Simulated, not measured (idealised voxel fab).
Module name: voxel released beams (process module)
Square cell edge 5 nm, section width 180 nm, ID cut.
Just so we're on the same page, the cross-sections are grids of square cells, and they're listed out in bands top to bottom, each band one or more rows deep.
Heights first: top, then bottom, in nm. Then materials, left to right, each with a width in nm. "full width" on a single material: fills the band edge to edge. "blank": empty space.
Measure heights from 0. That's the level where, below it, the as-received wafer is all one material. The lowest band is bottomless and extends downward; write it as in "top 0, no bottom".
Note: "30 to 40" means the width goes from the first number (top row of the band) to the second number (bottom row) in equal steps per row of cells.
Step marked "no alterations made"? Then no cell in the cross-section changed in it.
"Sealed internal cavities" enumerates empty spaces isolated from the top, with no open way to it, that contain at least 8 cells, giving each as width x height at distance from the left edge, all three in nm.
What comes after the settings on a step's line is commentary from the simulator itself on that step.
You can add "overlay nm" to a step's line. For a step with a mask, it describes how far the mask lay to the right of its planned position, and a negative number describes a lay to the left.
This section lists the process steps that were planned:
- 1: RECEIVE with material Si
- 2: CONFORMAL_DEP with material Al2O3, thk nm 5
- 3: DIRECTIONAL_DEP with material SiO2, thk nm 10
- 4: PATTERN with tone open, mask id ANCHOR, material resist, width nm 30, thk nm 15, overlay nm 0
- 5: DIRECTIONAL_ETCH with etch materials SiO2, depth nm 10
- 6: STRIP with etch materials resist
- 7: CONFORMAL_DEP with material SiN, thk nm 10
- 8: PATTERN with tone cover, mask id BEAM, material resist, width nm 100, thk nm 20, overlay nm 0
- 9: DIRECTIONAL_ETCH with etch materials SiN, depth nm 10
- 10: STRIP with etch materials resist
- 11: STRIP with etch materials SiO2
varied across the wafers: thk nm of step 2. The plan shows the first wafer's value. All wafers start alike
As-received cross-section, first of several wafers, post step 1:
    top 0, no bottom | Si full width
    Sealed internal cavities: none
Quick key for the table: a row per wafer, taken at the end of the module. For each material it tells you how many cells the wafer gained (+) or lost (-) since it came in, and the closed voids come after:
thk nm 5; +36 Al2O3; +48 SiN; Sealed internal cavities: none
thk nm 10; +72 Al2O3; +48 SiN; Sealed internal cavities: none
thk nm 15; +108 Al2O3; +48 SiN; Sealed internal cavities: none
thk nm 20; +144 Al2O3; +48 SiN; Sealed internal cavities: none
thk nm 25; +180 Al2O3; +48 SiN; Sealed internal cavities: none
